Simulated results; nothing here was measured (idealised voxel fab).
process module | voxel self aligned vias
cross-section cut | 295 nm wide | cells 5 nm
A cross-section is a grid of square cells, given in bands from the top down. A band is one or more rows of cells.
Each band's line starts with the height of the band's top and of its bottom, in nm. Then come its materials from left to right, each with its width in nm. One material with "throughout" fills the band from edge to edge. "air" is empty space.
Height 0 is the level under which the wafer as received is all one material. The lowest band goes on downwards, as in "0 down".
A width such as "30 to 40" changes by the same amount from each row of cells to the next, from the band's top row to its bottom row.
"no change" after a step means that no cell of the cross-section changed.
closed voids: empty space of 8 cells or more with no open way to the top, each as width x height at its distance from the left edge, in nm
after a step's settings: what the simulator itself notes on the step
overlay nm, on a step with a mask: how far to the right of its planned place the mask lay; to the left if negative
plan
1 op RECEIVE | material Si
2 op CONFORMAL_DEP | material SiO2 | thk nm 15
3 op CONFORMAL_DEP | material SiCN | thk nm 5
4 op DIRECTIONAL_DEP | material lowk | thk nm 25
5 op DIRECTIONAL_DEP | material aC | thk nm 15
6 op PATTERN | tone open | mask id LINES | material resist | width nm 25 | pitch nm 60 | thk nm 30 | overlay nm 0
7 op DIRECTIONAL_ETCH | etch materials aC | depth nm 15
8 op STRIP | etch materials resist
9 op DIRECTIONAL_ETCH | etch materials lowk | depth nm 25
10 op STRIP | etch materials aC
11 op CONFORMAL_DEP | material TiN | thk nm 5
12 op FILL_DEP | material Ru | thk nm 10
13 op CMP | height nm 45
14 op SELECTIVE_ETCH | etch materials W Ru TiN | depth nm 5
15 op FILL_DEP | material SiN | thk nm 5
16 op CMP | height nm 45
17 op DIRECTIONAL_DEP | material lowk | thk nm 15
18 op PATTERN | tone open | mask id VIAS | material resist | width nm 45 | pitch nm 60 | thk nm 15 | overlay nm 0
19 op DIRECTIONAL_ETCH | etch materials lowk | depth nm 15
20 op DIRECTIONAL_ETCH | etch materials SiN | depth nm 5
21 op STRIP | etch materials resist
22 op CONFORMAL_DEP | material TiN | thk nm 5
23 op FILL_DEP | material Ru | thk nm 10
24 op CMP | height nm 60
25 op CONFORMAL_DEP | material SiN | thk nm 5
first wafer, as planned
as received, after step 1
  0 down: Si throughout
  closed voids: none
after step 2
  15 to 0: SiO2 throughout
  below 0: unchanged
after step 3
  20 to 15: SiCN throughout
  below 15: unchanged
after step 4
  45 to 20: lowk throughout
  below 20: unchanged
after step 5
  60 to 45: aC throughout
  below 45: unchanged
after step 6
  90 to 60: resist 75 | air 25 | resist 35 | air 25 | resist 35 | air 25 | resist 75
  below 60: unchanged
after step 7
  75 to 60: resist 75 | air 25 | resist 35 | air 25 | resist 35 | air 25 | resist 75
  60 to 45: aC 75 | air 25 | aC 35 | air 25 | aC 35 | air 25 | aC 75
  below 45: unchanged
after step 8
  60 to 45: aC 75 | air 25 | aC 35 | air 25 | aC 35 | air 25 | aC 75
  below 45: unchanged
after step 9
  60 to 45: aC 75 | air 25 | aC 35 | air 25 | aC 35 | air 25 | aC 75
  45 to 20: lowk 75 | air 25 | lowk 35 | air 25 | lowk 35 | air 25 | lowk 75
  below 20: unchanged
after step 10
  45 to 20: lowk 75 | air 25 | lowk 35 | air 25 | lowk 35 | air 25 | lowk 75
  below 20: unchanged
after step 11
  50 to 45: TiN 80 | air 15 | TiN 45 | air 15 | TiN 45 | air 15 | TiN 80
  45 to 25: lowk 75 | TiN 5 | air 15 | TiN 5 | lowk 35 | TiN 5 | air 15 | TiN 5 | lowk 35 | TiN 5 | air 15 | TiN 5 | lowk 75
  25 to 20: lowk 75 | TiN 25 | lowk 35 | TiN 25 | lowk 35 | TiN 25 | lowk 75
  below 20: unchanged
after step 12
  60 to 50: Ru throughout
  50 to 45: TiN 80 | Ru 15 | TiN 45 | Ru 15 | TiN 45 | Ru 15 | TiN 80
  45 to 25: lowk 75 | TiN 5 | Ru 15 | TiN 5 | lowk 35 | TiN 5 | Ru 15 | TiN 5 | lowk 35 | TiN 5 | Ru 15 | TiN 5 | lowk 75
  below 25: unchanged
after step 13
  45 to 25: lowk 75 | TiN 5 | Ru 15 | TiN 5 | lowk 35 | TiN 5 | Ru 15 | TiN 5 | lowk 35 | TiN 5 | Ru 15 | TiN 5 | lowk 75
  below 25: unchanged
after step 14
  45 to 40: lowk 75 | air 25 | lowk 35 | air 25 | lowk 35 | air 25 | lowk 75
  below 40: unchanged
after step 15
  50 to 45: SiN throughout
  45 to 40: lowk 75 | SiN 25 | lowk 35 | SiN 25 | lowk 35 | SiN 25 | lowk 75
  below 40: unchanged
after step 16
  45 to 40: lowk 75 | SiN 25 | lowk 35 | SiN 25 | lowk 35 | SiN 25 | lowk 75
  below 40: unchanged
after step 17
  60 to 45: lowk throughout
  below 45: unchanged
after step 18
  75 to 60: resist 65 | air 45 | resist 15 | air 45 | resist 15 | air 45 | resist 65
  below 60: unchanged
after step 19
  75 to 60: resist 65 | air 45 | resist 15 | air 45 | resist 15 | air 45 | resist 65
  60 to 45: lowk 65 | air 45 | lowk 15 | air 45 | lowk 15 | air 45 | lowk 65
  below 45: unchanged
after step 20
  75 to 60: resist 65 | air 45 | resist 15 | air 45 | resist 15 | air 45 | resist 65
  60 to 45: lowk 65 | air 45 | lowk 15 | air 45 | lowk 15 | air 45 | lowk 65
  45 to 40: lowk 75 | air 25 | lowk 35 | air 25 | lowk 35 | air 25 | lowk 75
  below 40: unchanged
after step 21
  60 to 45: lowk 65 | air 45 | lowk 15 | air 45 | lowk 15 | air 45 | lowk 65
  below 45: unchanged
after step 22
  65 to 60: TiN 70 | air 35 | TiN 25 | air 35 | TiN 25 | air 35 | TiN 70
  60 to 50: lowk 65 | TiN 5 | air 35 | TiN 5 | lowk 15 | TiN 5 | air 35 | TiN 5 | lowk 15 | TiN 5 | air 35 | TiN 5 | lowk 65
  50 to 45: lowk 65 | TiN 15 | air 15 | TiN 15 | lowk 15 | TiN 15 | air 15 | TiN 15 | lowk 15 | TiN 15 | air 15 | TiN 15 | lowk 65
  45 to 40: lowk 75 | TiN 25 | lowk 35 | TiN 25 | lowk 35 | TiN 25 | lowk 75
  below 40: unchanged
after step 23
  75 to 65: Ru throughout
  65 to 60: TiN 70 | Ru 35 | TiN 25 | Ru 35 | TiN 25 | Ru 35 | TiN 70
  60 to 50: lowk 65 | TiN 5 | Ru 35 | TiN 5 | lowk 15 | TiN 5 | Ru 35 | TiN 5 | lowk 15 | TiN 5 | Ru 35 | TiN 5 | lowk 65
  50 to 45: lowk 65 | TiN 15 | Ru 15 | TiN 15 | lowk 15 | TiN 15 | Ru 15 | TiN 15 | lowk 15 | TiN 15 | Ru 15 | TiN 15 | lowk 65
  below 45: unchanged
after step 24
  60 to 50: lowk 65 | TiN 5 | Ru 35 | TiN 5 | lowk 15 | TiN 5 | Ru 35 | TiN 5 | lowk 15 | TiN 5 | Ru 35 | TiN 5 | lowk 65
  below 50: unchanged
after step 25
  65 to 60: SiN throughout
  below 60: unchanged
second wafer: like start, like plan, one mistake. Through step 2 it matches the first wafer
when step 3 should have ended: no change
when step 4 should have ended
  40 to 15: lowk throughout
  below 15: unchanged
when step 5 should have ended
  55 to 40: aC throughout
  below 40: unchanged
when step 6 should have ended
  85 to 55: resist 75 | air 25 | resist 35 | air 25 | resist 35 | air 25 | resist 75
  below 55: unchanged
when step 7 should have ended
  70 to 55: resist 75 | air 25 | resist 35 | air 25 | resist 35 | air 25 | resist 75
  55 to 40: aC 75 | air 25 | aC 35 | air 25 | aC 35 | air 25 | aC 75
  below 40: unchanged
when step 8 should have ended
  55 to 40: aC 75 | air 25 | aC 35 | air 25 | aC 35 | air 25 | aC 75
  below 40: unchanged
when step 9 should have ended
  55 to 40: aC 75 | air 25 | aC 35 | air 25 | aC 35 | air 25 | aC 75
  40 to 15: lowk 75 | air 25 | lowk 35 | air 25 | lowk 35 | air 25 | lowk 75
  below 15: unchanged
when step 10 should have ended
  40 to 15: lowk 75 | air 25 | lowk 35 | air 25 | lowk 35 | air 25 | lowk 75
  below 15: unchanged
when step 11 should have ended
  45 to 40: TiN 80 | air 15 | TiN 45 | air 15 | TiN 45 | air 15 | TiN 80
  40 to 20: lowk 75 | TiN 5 | air 15 | TiN 5 | lowk 35 | TiN 5 | air 15 | TiN 5 | lowk 35 | TiN 5 | air 15 | TiN 5 | lowk 75
  20 to 15: lowk 75 | TiN 25 | lowk 35 | TiN 25 | lowk 35 | TiN 25 | lowk 75
  below 15: unchanged
when step 12 should have ended
  55 to 45: Ru throughout
  45 to 40: TiN 80 | Ru 15 | TiN 45 | Ru 15 | TiN 45 | Ru 15 | TiN 80
  40 to 20: lowk 75 | TiN 5 | Ru 15 | TiN 5 | lowk 35 | TiN 5 | Ru 15 | TiN 5 | lowk 35 | TiN 5 | Ru 15 | TiN 5 | lowk 75
  below 20: unchanged
when step 13 should have ended
  45 to 40: TiN 80 | Ru 15 | TiN 45 | Ru 15 | TiN 45 | Ru 15 | TiN 80
  below 40: unchanged
when step 14 should have ended
  40 to 20: lowk 75 | TiN 5 | Ru 15 | TiN 5 | lowk 35 | TiN 5 | Ru 15 | TiN 5 | lowk 35 | TiN 5 | Ru 15 | TiN 5 | lowk 75
  below 20: unchanged
when step 15 should have ended
  45 to 40: SiN throughout
  below 40: unchanged
when step 16 should have ended: no change
when step 17 should have ended
  60 to 45: lowk throughout
  below 45: unchanged
when step 18 should have ended
  75 to 60: resist 65 | air 45 | resist 15 | air 45 | resist 15 | air 45 | resist 65
  below 60: unchanged
when step 19 should have ended
  75 to 60: resist 65 | air 45 | resist 15 | air 45 | resist 15 | air 45 | resist 65
  60 to 45: lowk 65 | air 45 | lowk 15 | air 45 | lowk 15 | air 45 | lowk 65
  below 45: unchanged
when step 20 should have ended
  75 to 60: resist 65 | air 45 | resist 15 | air 45 | resist 15 | air 45 | resist 65
  60 to 45: lowk 65 | air 45 | lowk 15 | air 45 | lowk 15 | air 45 | lowk 65
  45 to 40: SiN 65 | air 45 | SiN 15 | air 45 | SiN 15 | air 45 | SiN 65
  below 40: unchanged
when step 21 should have ended
  60 to 45: lowk 65 | air 45 | lowk 15 | air 45 | lowk 15 | air 45 | lowk 65
  below 45: unchanged
when step 22 should have ended
  65 to 60: TiN 70 | air 35 | TiN 25 | air 35 | TiN 25 | air 35 | TiN 70
  60 to 45: lowk 65 | TiN 5 | air 35 | TiN 5 | lowk 15 | TiN 5 | air 35 | TiN 5 | lowk 15 | TiN 5 | air 35 | TiN 5 | lowk 65
  45 to 40: SiN 65 | TiN 45 | SiN 15 | TiN 45 | SiN 15 | TiN 45 | SiN 65
  below 40: unchanged
when step 23 should have ended
  75 to 65: Ru throughout
  65 to 60: TiN 70 | Ru 35 | TiN 25 | Ru 35 | TiN 25 | Ru 35 | TiN 70
  60 to 45: lowk 65 | TiN 5 | Ru 35 | TiN 5 | lowk 15 | TiN 5 | Ru 35 | TiN 5 | lowk 15 | TiN 5 | Ru 35 | TiN 5 | lowk 65
  below 45: unchanged
when step 24 should have ended
  60 to 45: lowk 65 | TiN 5 | Ru 35 | TiN 5 | lowk 15 | TiN 5 | Ru 35 | TiN 5 | lowk 15 | TiN 5 | Ru 35 | TiN 5 | lowk 65
  below 45: unchanged
when step 25 should have ended
  65 to 60: SiN throughout
  below 60: unchanged
what went wrong: step 3 was left out
at the end the second wafer has, in cells: 21 more of Ru | 59 fewer of SiCN | 32 more of SiN | 6 more of TiN
